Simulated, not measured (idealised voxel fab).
process module | voxel fin reveal
cross-section cut | 275 nm wide | cells 5 nm
A cross-section is a grid of square cells, given in bands from the top down. A band is one or more rows of cells.
Each band's line starts with the height of the band's top and of its bottom, in nm. Then come its materials from left to right, each with its width in nm. One material with "throughout" fills the band from edge to edge. "air" is empty space.
Height 0 is the level under which the wafer as received is all one material. The lowest band goes on downwards, as in "0 down".
A width such as "30 to 40" changes by the same amount from each row of cells to the next, from the band's top row to its bottom row.
"no change" after a step means that no cell of the cross-section changed.
closed voids: empty space of 8 cells or more with no open way to the top, each as width x height at its distance from the left edge, in nm
after a step's settings: what the simulator itself notes on the step
overlay nm, on a step with a mask: how far to the right of its planned place the mask lay; to the left if negative
plan
1 op RECEIVE | material Si
2 op CONFORMAL_DEP | material SiN | thk nm 5
3 op PATTERN | tone cover | mask id FINS | material resist | width nm 15 | pitch nm 35 | thk nm 20 | overlay nm 0
4 op DIRECTIONAL_ETCH | etch materials SiN | depth nm 5
5 op DIRECTIONAL_ETCH | etch materials Si | depth nm 40
6 op STRIP | etch materials resist
7 op OXIDIZE | depth nm 5
8 op FILL_DEP | material SiO2 | thk nm 15
9 op CMP | height nm 5
10 op SELECTIVE_ETCH | etch materials SiO2 | depth nm 35
11 op STRIP | etch materials SiN
first wafer, as planned
as received, after step 1
  0 down: Si throughout
  closed voids: none
after step 2
  5 to 0: SiN throughout
  below 0: unchanged
after step 3
  25 to 5: air 110 | resist 15 | air 20 | resist 15 | air 115
  below 5: unchanged
after step 4
  25 to 5: air 110 | resist 15 | air 20 | resist 15 | air 115
  5 to 0: air 110 | SiN 15 | air 20 | SiN 15 | air 115
  below 0: unchanged
after step 5
  25 to 5: air 110 | resist 15 | air 20 | resist 15 | air 115
  5 to 0: air 110 | SiN 15 | air 20 | SiN 15 | air 115
  0 to -40: air 110 | Si 15 | air 20 | Si 15 | air 115
  below -40: unchanged
after step 6
  5 to 0: air 110 | SiN 15 | air 20 | SiN 15 | air 115
  below 0: unchanged
after step 7
  5 to 0: air 110 | SiN 15 | air 20 | SiN 15 | air 115
  0 to -40: air 110 | SiO2 5 | Si 5 | SiO2 5 | air 20 | SiO2 5 | Si 5 | SiO2 5 | air 115
  -40 to -45: SiO2 115 | Si 5 | SiO2 30 | Si 5 | SiO2 120
  below -45: unchanged
after step 8
  20 to 5: SiO2 throughout
  5 to 0: SiO2 110 | SiN 15 | SiO2 20 | SiN 15 | SiO2 115
  0 to -45: SiO2 115 | Si 5 | SiO2 30 | Si 5 | SiO2 120
  below -45: unchanged
after step 9
  5 to 0: SiO2 110 | SiN 15 | SiO2 20 | SiN 15 | SiO2 115
  below 0: unchanged
after step 10
  5 to 0: air 110 | SiN 15 | air 20 | SiN 15 | air 115
  0 to -30: air 115 | Si 5 | air 30 | Si 5 | air 120
  below -30: unchanged
after step 11
  0 to -30: air 115 | Si 5 | air 30 | Si 5 | air 120
  below -30: unchanged
second wafer: like start, like plan, one mistake. Through step 9 it matches the first wafer
when step 10 should have ended
  5 to 0: SiO2 110 | air 15 | SiO2 20 | air 15 | SiO2 115
  below 0: unchanged
when step 11 should have ended
  0 to -30: air 115 | Si 5 | air 30 | Si 5 | air 120
  -30 to -35: SiO2 75 | air 40 | Si 5 | air 30 | Si 5 | air 40 | SiO2 80
  below -35: unchanged
what went wrong: steps 10 and 11 were swapped
at the end the second wafer has, in cells: 22 fewer of SiO2
